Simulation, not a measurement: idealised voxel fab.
process module | voxel transistor to metal
cross-section cut | 290 nm wide | cells 5 nm
A cross-section is a grid of square cells, given in bands from the top down. A band is one or more rows of cells.
Each band's line starts with the height of the band's top and of its bottom, in nm. Then come its materials from left to right, each with its width in nm. One material with "throughout" fills the band from edge to edge. "air" is empty space.
Height 0 is the level under which the wafer as received is all one material. The lowest band goes on downwards, as in "0 down".
A width such as "30 to 40" changes by the same amount from each row of cells to the next, from the band's top row to its bottom row.
"no change" after a step means that no cell of the cross-section changed.
closed voids: empty space of 8 cells or more with no open way to the top, each as width x height at its distance from the left edge, in nm
after a step's settings: what the simulator itself notes on the step
overlay nm, on a step with a mask: how far to the right of its planned place the mask lay; to the left if negative
plan
1 op RECEIVE | material Si
2 op OXIDIZE | depth nm 5
3 op CONFORMAL_DEP | material SiN | thk nm 10
4 op PATTERN | tone cover | mask id ACTIVE | material resist | width nm 100 | pitch nm 125 | thk nm 20 | overlay nm 0
5 op DIRECTIONAL_ETCH | etch materials SiN | depth nm 10
6 op DIRECTIONAL_ETCH | etch materials SiO2 | depth nm 5
7 op DIRECTIONAL_ETCH | etch materials Si | depth nm 20
8 op STRIP | etch materials resist
9 op FILL_DEP | material SiO2 | thk nm 15
10 op CMP | height nm 10
11 op SELECTIVE_ETCH | etch materials SiO2 | depth nm 10
12 op STRIP | etch materials SiN
13 op SELECTIVE_ETCH | etch materials SiO2 | depth nm 5
14 op OXIDIZE | depth nm 5
15 op DIRECTIONAL_DEP | material polySi | thk nm 25
16 op DIRECTIONAL_DEP | material SiCN | thk nm 10
17 op DIRECTIONAL_DEP | material aC | thk nm 15
18 op PATTERN | tone cover | mask id GATE | material resist | width nm 20 | pitch nm 125 | thk nm 35 | overlay nm 0
19 op DIRECTIONAL_ETCH | etch materials aC | depth nm 15
20 op STRIP | etch materials resist
21 op DIRECTIONAL_ETCH | etch materials SiCN | depth nm 20
22 op DIRECTIONAL_ETCH | etch materials polySi | depth nm 35
23 op STRIP | etch materials aC
24 op CONFORMAL_DEP | material SiN | thk nm 10
25 op DIRECTIONAL_ETCH | etch materials SiN | depth nm 10
26 op DIRECTIONAL_ETCH | etch materials SiO2 | depth nm 5
27 op EPI | material SiGe | thk nm 5
28 op FILL_DEP | material SiO2 | thk nm 5
29 op CMP | height nm 30
30 op DIRECTIONAL_DEP | material SiO2 | thk nm 15
31 op PATTERN | tone open | mask id CONTACT | material resist | width nm 25 | thk nm 15 | overlay nm 0
32 op DIRECTIONAL_ETCH | etch materials SiO2 | depth nm 50
33 op STRIP | etch materials resist
34 op CONFORMAL_DEP | material TiN | thk nm 5
35 op FILL_DEP | material W | thk nm 10
36 op CMP | height nm 45
37 op DIRECTIONAL_DEP | material TiN | thk nm 5
38 op DIRECTIONAL_DEP | material W | thk nm 20
39 op DIRECTIONAL_DEP | material aC | thk nm 15
40 op PATTERN | tone cover | mask id METAL_1 | material resist | width nm 15 | thk nm 30 | overlay nm 0
41 op DIRECTIONAL_ETCH | etch materials aC | depth nm 15
42 op STRIP | etch materials resist
43 op DIRECTIONAL_ETCH | etch materials W | depth nm 20
44 op DIRECTIONAL_ETCH | etch materials TiN | depth nm 5
45 op STRIP | etch materials aC
46 op CONFORMAL_DEP | material SiN | thk nm 5
47 op FILL_DEP | material SiO2 | thk nm 5
48 op CMP | height nm 70
49 op CONFORMAL_DEP | material SiN | thk nm 5
varied across the wafers: depth nm of step 26. The plan shows the first wafer's value. All wafers start alike
first wafer as received, after step 1
  0 down: Si throughout
  closed voids: none
each wafer at the end: cells of each material gained (+) or lost (-) since it was received, then its closed voids
depth nm 5 | -170 Si | +16 SiCN | +28 SiGe | +192 SiN | +532 SiO2 | +104 TiN | +128 W | +40 polySi | closed voids: none
depth nm 10 | -170 Si | +16 SiCN | +32 SiGe | +192 SiN | +528 SiO2 | +104 TiN | +128 W | +40 polySi | closed voids: none
depth nm 15 | -170 Si | +16 SiCN | +36 SiGe | +192 SiN | +524 SiO2 | +104 TiN | +128 W | +40 polySi | closed voids: none
depth nm 20 | -170 Si | +16 SiCN | +54 SiGe | +192 SiN | +506 SiO2 | +104 TiN | +128 W | +40 polySi | closed voids: none
